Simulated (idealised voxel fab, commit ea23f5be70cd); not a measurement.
The following process module bears the name voxel spacer lines.
Section cut is 295 nm wide and gridded with 5 nm square cells.
Bands, listed from the top down, are how a cross-section gets written in this document; the cross-section itself is a grid of square cells, and a band is one or more rows of them.
Basically the band line says how high the top is and how high the bottom is, in nm, and then what's in it from left to right, every material with its width in nm. Empty space shows up as "air", and if a single material carries "full width" it runs the full band edge to edge.
Height datum 0, below which the as-received substrate wafer is one material. Lowest band open at the bottom, running downward: "top 0, no bottom".
You'd read "30 to 40" like this: the band's top row of cells is as wide as the first number, its bottom row is as wide as the second, and going down, every row changes width by the same amount as the row before did.
Take "remained the same" at face value: in the step it is given for, the cross-section changed in none of its cells.
Fully sealed voids: empty space of 8 cells or more with no open way to the top, each as width x height at its distance from the left edge, in nm
The remark found on a step's line after its settings is issued by the simulator itself and pertains to that step.
"overlay nm" on a masked step: distance the mask lay right of its planned place, negative for left.
## The planned process steps are enumerated hereunder
1,RECEIVE, material Si
2,CONFORMAL_DEP, material Al2O3, thk nm 10
3,DIRECTIONAL_DEP, material TiN, thk nm 15
4,DIRECTIONAL_DEP, material polySi, thk nm 30
5,PATTERN, tone cover, mask id MANDREL, material resist, width nm 15, pitch nm 50, thk nm 35, overlay nm 0
6,DIRECTIONAL_ETCH, etch materials polySi, depth nm 30
7,STRIP, etch materials resist
8,CONFORMAL_DEP, material SiN, thk nm 10
9,DIRECTIONAL_ETCH, etch materials SiN, depth nm 10
10,STRIP, etch materials polySi
11,DIRECTIONAL_ETCH, etch materials TiN, depth nm 15
12,STRIP, etch materials SiN
13,FILL_DEP, material SiO2, thk nm 10
14,CMP, height nm 25
## Received-state cross-section, reflecting completion of step 1
* top 0, no bottom = Si full width
* Fully sealed voids: none
## Wafer cross-section at end of module: start and plan as shown above, one execution error
* top 25, bottom 10 = SiO2=110 / TiN=5 / SiO2=15 / TiN=5 / SiO2=25 / TiN=5 / SiO2=15 / TiN=5 / SiO2=110
* top 10, bottom 0 = Al2O3 full width
* top 0, no bottom = Si full width
* Fully sealed voids: none
Deviation noted in wafer processing: it should be noted that step 8 was executed with settings other than those planned, the operation and settings actually applied being CONFORMAL_DEP, material SiN, thk nm 5
